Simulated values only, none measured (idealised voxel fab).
Presented below is a process module, voxel tone inversion.
Square cells of 5 nm make up the cross-section cut, whose width is 250 nm.
Format of a cross-section: grid, square cells. Given as bands. Order: top down. Band: one or more rows of cells.
Read a band's entry like this: the first values are the height of its top and the height of its bottom in nm, and what follows is the sequence of materials from left to right, each with its width in nm. Note that "air" is empty space, and that a single material marked "full width" reaches across the band from edge to edge.
It should be noted that heights are counted from 0, beneath which the wafer as supplied is of one material throughout, and that the lowest band possesses no lower boundary but continues downward, as written in "0 and below".
When a width is written as two numbers, as in "30..40", the first number is the width in the top row of cells of the band and the second is the width in its bottom row, and the width changes by the same amount from each row to the next.
No cell of the cross-section changed in a step that is given as "no modifications".
"Sealed voids": sealed empty spaces, 8 cells or more, no open way to top, listed width x height at distance, with distance from the left edge and width, height and distance in nm.
What comes after the settings on a step's line is commentary from the simulator itself on that step.
The optional step-line setting "overlay nm" applies to steps with a mask and quantifies how far to the right of its planned location the mask lay, a negative value indicating leftward placement.
**Intended process steps**
1: RECEIVE (material Si)
2: CONFORMAL_DEP (material SiN; thk nm 5)
3: DIRECTIONAL_DEP (material polySi; thk nm 15)
4: PATTERN (tone cover; mask id POSTS; material resist; width nm 15; pitch nm 45; thk nm 20; overlay nm 0)
5: DIRECTIONAL_ETCH (etch materials polySi; depth nm 15)
6: STRIP (etch materials resist)
7: FILL_DEP (material SiO2; thk nm 5)
8: CMP (height nm 20)
9: STRIP (etch materials polySi)
10: CONFORMAL_DEP (material TiN; thk nm 5)
11: FILL_DEP (material Ru; thk nm 10)
12: CMP (height nm 20)
13: CONFORMAL_DEP (material SiN; thk nm 5)
**Shown in cross-section is the wafer as received, that is, as it stands after step 1**
  0 and below = Si full width
  Sealed voids: none
**Below is the wafer in cross-section after the module was completed. It began from the starting point shown above and followed the plan shown above, except that one mistake was made while running it**
  25 down to 20 = SiN full width
  20 down to 5 = Ru full width
  5 down to 0 = SiN full width
  0 and below = Si full width
  Sealed voids: none
Where did the run depart from the plan? step 3: run off-plan, actual operation and settings DIRECTIONAL_DEP (material Ru; thk nm 15)
